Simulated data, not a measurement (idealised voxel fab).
The process module that follows is named voxel local oxidation.
Section cut is 160 nm wide and gridded with 5 nm square cells.
Just so we're on the same page, the cross-sections are grids of square cells, and they're listed out in bands top to bottom, each band one or more rows deep.
This entry defines a band. It first specifies the height of the band's top and the height of its bottom in nm, and then specifies the band's materials from left to right, stating each material with its width in nm. The word "full width" identifies a single material that fills the band from edge to edge, while the word "empty" identifies empty space.
Heads up on the height convention: 0 is the point under which the incoming wafer is all one material, and the lowest band has no bottom, it just keeps going down, like "0 nm and below".
You'd read "30->40" like this: the band's top row of cells is as wide as the first number, its bottom row is as wide as the second, and going down, every row changes width by the same amount as the row before did.
Any step labelled "no modification" changed none of the cells in the cross-section.
In the "Enclosed void entries" entry, you get each enclosed empty space of 8 cells or more, one with no open way to the top, written width x height at distance, distance from the left edge, in nm.
Read whatever lies past the settings on a step's line as the simulator's own remark about the step.
overlay nm: step with mask; distance mask lay right of planned place; negative value = left of planned place.
These are the steps we planned for the process
1,RECEIVE: material Si
2,OXIDIZE: depth nm 5
3,CONFORMAL_DEP: material SiN, thk nm 10
4,DIRECTIONAL_DEP: material aC, thk nm 10
5,PATTERN: tone cover, mask id ACTIVE, material resist, width nm 95, thk nm 30, overlay nm 0
6,DIRECTIONAL_ETCH: etch materials aC, depth nm 10
7,STRIP: etch materials resist
8,DIRECTIONAL_ETCH: etch materials SiN, depth nm 10
9,STRIP: etch materials aC
10,SELECTIVE_ETCH: etch materials SiO2, depth nm 5
11,OXIDIZE: depth nm 15
12,STRIP: etch materials SiN
First of two wafers - as planned
Cross-section of the wafer as it came to us, i.e., already through step 1
  0 nm and below | Si full width
  Enclosed void entries: none
Presented here is a cross-section of the wafer after step 2 has been performed
  0 nm to -5 nm | SiO2 full width
  Whatever lies below -5 is exactly as it was before.
Presented here is a cross-section of the wafer after step 3 has been performed
  10 nm to 0 nm | SiN full width
  Whatever lies below 0 is exactly as it was before.
Presented here is a cross-section of the wafer after step 4 has been performed
  20 nm to 10 nm | aC full width
  Whatever lies below 10 is exactly as it was before.
Presented here is a cross-section of the wafer after step 5 has been performed
  50 nm to 20 nm | empty 30 / resist 95 / empty 35
  Whatever lies below 20 is exactly as it was before.
Presented here is a cross-section of the wafer after step 6 has been performed
  40 nm to 20 nm | empty 30 / resist 95 / empty 35
  20 nm to 10 nm | empty 30 / aC 95 / empty 35
  Whatever lies below 10 is exactly as it was before.
Presented here is a cross-section of the wafer after step 7 has been performed
  20 nm to 10 nm | empty 30 / aC 95 / empty 35
  Whatever lies below 10 is exactly as it was before.
Presented here is a cross-section of the wafer after step 8 has been performed
  20 nm to 10 nm | empty 30 / aC 95 / empty 35
  10 nm to 0 nm | empty 30 / SiN 95 / empty 35
  Whatever lies below 0 is exactly as it was before.
Presented here is a cross-section of the wafer after step 9 has been performed
  10 nm to 0 nm | empty 30 / SiN 95 / empty 35
  Whatever lies below 0 is exactly as it was before.
Presented here is a cross-section of the wafer after step 10 has been performed
  10 nm to 0 nm | empty 30 / SiN 95 / empty 35
  0 nm to -5 nm | empty 35 / SiO2 85 / empty 40
  Whatever lies below -5 is exactly as it was before.
Presented here is a cross-section of the wafer after step 11 has been performed
  10 nm to 0 nm | empty 30 / SiN 95 / empty 35
  0 nm to -5 nm | empty 35 / SiO2 85 / empty 40
  -5 nm to -20 nm | SiO2 50 / Si 55 / SiO2 55
  Whatever lies below -20 is exactly as it was before.
Presented here is a cross-section of the wafer after step 12 has been performed
  0 nm to -5 nm | empty 35 / SiO2 85 / empty 40
  Whatever lies below -5 is exactly as it was before.
Notes, second wafer: start = first wafer's, plan = first wafer's, execution had one mistake; history identical to first through step 6
Second wafer, section view, time point: scheduled end of step 7: no modification
Second wafer, section view, time point: scheduled end of step 8
  40 nm to 20 nm | empty 30 / resist 95 / empty 35
  20 nm to 10 nm | empty 30 / aC 95 / empty 35
  10 nm to 0 nm | empty 30 / SiN 95 / empty 35
  Whatever lies below 0 is exactly as it was before.
Second wafer, section view, time point: scheduled end of step 9
  10 nm to 0 nm | empty 30 / SiN 95 / empty 35
  Whatever lies below 0 is exactly as it was before.
Second wafer, section view, time point: scheduled end of step 10
  10 nm to 0 nm | empty 30 / SiN 95 / empty 35
  0 nm to -5 nm | empty 35 / SiO2 85 / empty 40
  Whatever lies below -5 is exactly as it was before.
Second wafer, section view, time point: scheduled end of step 11
  10 nm to 0 nm | empty 30 / SiN 95 / empty 35
  0 nm to -5 nm | empty 35 / SiO2 85 / empty 40
  -5 nm to -20 nm | SiO2 50 / Si 55 / SiO2 55
  Whatever lies below -20 is exactly as it was before.
Second wafer, section view, time point: scheduled end of step 12
  0 nm to -5 nm | empty 35 / SiO2 85 / empty 40
  Whatever lies below -5 is exactly as it was before.
what went wrong: step 7 from the plan never happened, it was just skipped
The final cross-section is the same for the two wafers, so this model computes the same thing whether or not the mistake was made.
